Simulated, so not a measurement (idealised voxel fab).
The name of this process module is voxel fin reveal.
Cross-section cut spans 170 nm and uses square cells 5 nm in size.
Cross-section = grid of square cells, listed top down in bands; band = one or more rows.
The entry gives the band's vertical extent as a top height and a bottom height in nm, then its horizontal make-up as materials from left to right, each with a width in nm. "blank" stands for empty space; a single material marked "everywhere" fills the band edge to edge.
Where do heights start? At 0: under that level the wafer as delivered is made of one material only. And the lowest band has no floor; it just carries on downward, as in "0 -> down".
Note: "30..40" means the width goes from the first number (top row of the band) to the second number (bottom row) in equal steps per row of cells.
"left unchanged" (step): cross-section cells unchanged, all of them.
The list in "Closed void entries" covers empty spaces of 8 cells or more that cannot reach the top through any open way, and it gives each as width x height at distance; the distance is from the left edge, and width, height and distance are in nm.
That trailing text on a step's line, after the settings, is the simulator's own remark on the step.
On any step carrying a mask, the "overlay nm" setting, if present on the step's line, tells how far right of its planned place the mask lay; negative values point to the left.
# Intended process steps
1. RECEIVE [material Si]
2. CONFORMAL_DEP [material SiN] [thk nm 5]
3. PATTERN [tone cover] [mask id FINS] [material resist] [width nm 15] [pitch nm 40] [thk nm 20] [overlay nm 0]
4. DIRECTIONAL_ETCH [etch materials SiN] [depth nm 5]
5. DIRECTIONAL_ETCH [etch materials Si] [depth nm 35]
6. STRIP [etch materials resist]
7. FILL_DEP [material SiO2] [thk nm 15]
8. CMP [height nm 5]
9. SELECTIVE_ETCH [etch materials SiO2] [depth nm 20]
10. STRIP [etch materials SiN]
# Wafer as received: cross-section following step 1
0 -> down = Si everywhere
Closed void entries: none
# Run as planned - first of the two wafers cross-sectioned at the end of the module
0 -> -15 = 55 nm blank / 15 nm Si / 25 nm blank / 15 nm Si / 60 nm blank
-15 -> -35 = 55 nm SiO2 / 15 nm Si / 25 nm SiO2 / 15 nm Si / 60 nm SiO2
-35 -> down = Si everywhere
Closed void entries: none
# This is the second of the two wafers, cross-sectioned at the end of the module; it started exactly like the first and was given the same plan, but it was run with one mistake
0 -> -15 = 55 nm Si / 15 nm blank / 25 nm Si / 15 nm blank / 60 nm Si
-15 -> -35 = 55 nm Si / 15 nm SiO2 / 25 nm Si / 15 nm SiO2 / 60 nm Si
-35 -> down = Si everywhere
Closed void entries: none
Processing error: the process deviated at step 3: the operation and settings actually run there were PATTERN [tone open] [mask id FINS] [material resist] [width nm 15] [pitch nm 40] [thk nm 20] [overlay nm 0]
Wrapping up, a cell-based count of both wafers puts the second over or under the first for these materials: Si +154, SiO2 -88
